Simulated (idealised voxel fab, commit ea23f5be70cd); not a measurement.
Herein follows the process module entitled voxel released beams.
The cross-section on display is named cut; it measures 255 nm wide, and its cells are 5 nm squares.
When this document writes out a cross-section, it uses a grid of square cells and lists it as bands, beginning at the top and moving down, with a band standing for one or more rows of cells. First you get the band's top height and its bottom height, in nm, and then the materials it's made of, left to right, with each width in nm. If you see a single material with "throughout", that one covers the band edge to edge. "blank" is empty space. Height is counted from the level 0, under which the received wafer is composed throughout of one material. The lowest of the bands is not closed at the bottom but continues downward, in the notation "0 and below". Width spec "30->40" -> top row of cells at first value, bottom row at second value, equal per-row change in between. "nothing got changed" means the step left every cell of the cross-section as it was. You'll see "Unvented voids" listing empty spaces that have no way open to the top, as long as they're 8 cells or more; the notation is width x height at distance, where the distance is from the left edge, and all of it is in nm. On a step's line, text after the settings is the simulator commenting on that step. The setting "overlay nm" may be written on the line of a step. When the step uses a mask, the value reports how far to the right of the planned place the mask lay, and a negative value reports that it lay to the left.
# The process steps that were planned are listed below
| 1 | RECEIVE: material Si |
| 2 | CONFORMAL_DEP: material Al2O3, thk nm 5 |
| 3 | DIRECTIONAL_DEP: material SiO2, thk nm 20 |
| 4 | PATTERN: tone open, mask id ANCHOR, material resist, width nm 35, thk nm 20, overlay nm 0 |
| 5 | DIRECTIONAL_ETCH: etch materials SiO2, depth nm 20 |
| 6 | STRIP: etch materials resist |
| 7 | CONFORMAL_DEP: material SiN, thk nm 15 |
| 8 | MASKED_ETCH: tone cover, mask id BEAM, width nm 120, etch materials SiN, depth nm 15, overlay nm 0 |
| 9 | STRIP: etch materials SiO2 |
# Of two wafers, the first: run according to plan
# Wafer as received: cross-section following step 1
* 0 and below  Si throughout
* Unvented voids: none
# State of the wafer after step 2, shown in cross-section
* 5 down to 0  Al2O3 throughout
* Below 0, the layers are the same as they were.
# State of the wafer after step 3, shown in cross-section
* 25 down to 5  SiO2 throughout
* Below 5, the layers are the same as they were.
# State of the wafer after step 4, shown in cross-section
* 45 down to 25  70 of resist  35 of blank  150 of resist
* Below 25, the layers are the same as they were.
# State of the wafer after step 5, shown in cross-section
* 45 down to 25  70 of resist  35 of blank  150 of resist
* 25 down to 5  70 of SiO2  35 of blank  150 of SiO2
* Below 5, the layers are the same as they were.
# State of the wafer after step 6, shown in cross-section
* 25 down to 5  70 of SiO2  35 of blank  150 of SiO2
* Below 5, the layers are the same as they were.
# State of the wafer after step 7, shown in cross-section
* 40 down to 25  85 of SiN  5 of blank  165 of SiN
* 25 down to 20  70 of SiO2  15 of SiN  5 of blank  15 of SiN  150 of SiO2
* 20 down to 5  70 of SiO2  35 of SiN  150 of SiO2
* Below 5, the layers are the same as they were.
# State of the wafer after step 8, shown in cross-section
* 40 down to 25  65 of blank  20 of SiN  5 of blank  95 of SiN  70 of blank
* Below 25, the layers are the same as they were.
# State of the wafer after step 9, shown in cross-section
* 40 down to 25  65 of blank  20 of SiN  5 of blank  95 of SiN  70 of blank
* 25 down to 20  70 of blank  15 of SiN  5 of blank  15 of SiN  150 of blank
* 20 down to 5  70 of blank  35 of SiN  150 of blank
* Below 5, the layers are the same as they were.
# It is to be noted that the second wafer proceeded from the same initial state and according to the same plan as the first, although one mistake was committed in its execution; through step 7, inclusive, the two wafers share an identical history
# Second wafer, cross-section, planned end of step 8
* 40 down to 25  65 of SiN  120 of blank  70 of SiN
* 25 down to 5  70 of SiO2  15 of SiN  5 of blank  15 of SiN  150 of SiO2
* Below 5, the layers are the same as they were.
# Second wafer, cross-section, planned end of step 9
* 25 down to 5  70 of blank  15 of SiN  5 of blank  15 of SiN  150 of blank
* Below 5, the layers are the same as they were.
Diagnosis: step 8 went in with a setting other than planned; the actual run was MASKED_ETCH: tone open, mask id BEAM, width nm 120, etch materials SiN, depth nm 15, overlay nm 0
Upon completion, the second wafer contains, in terms of cells, a greater or smaller amount of certain materials than the first wafer: SiN: 72 fewer
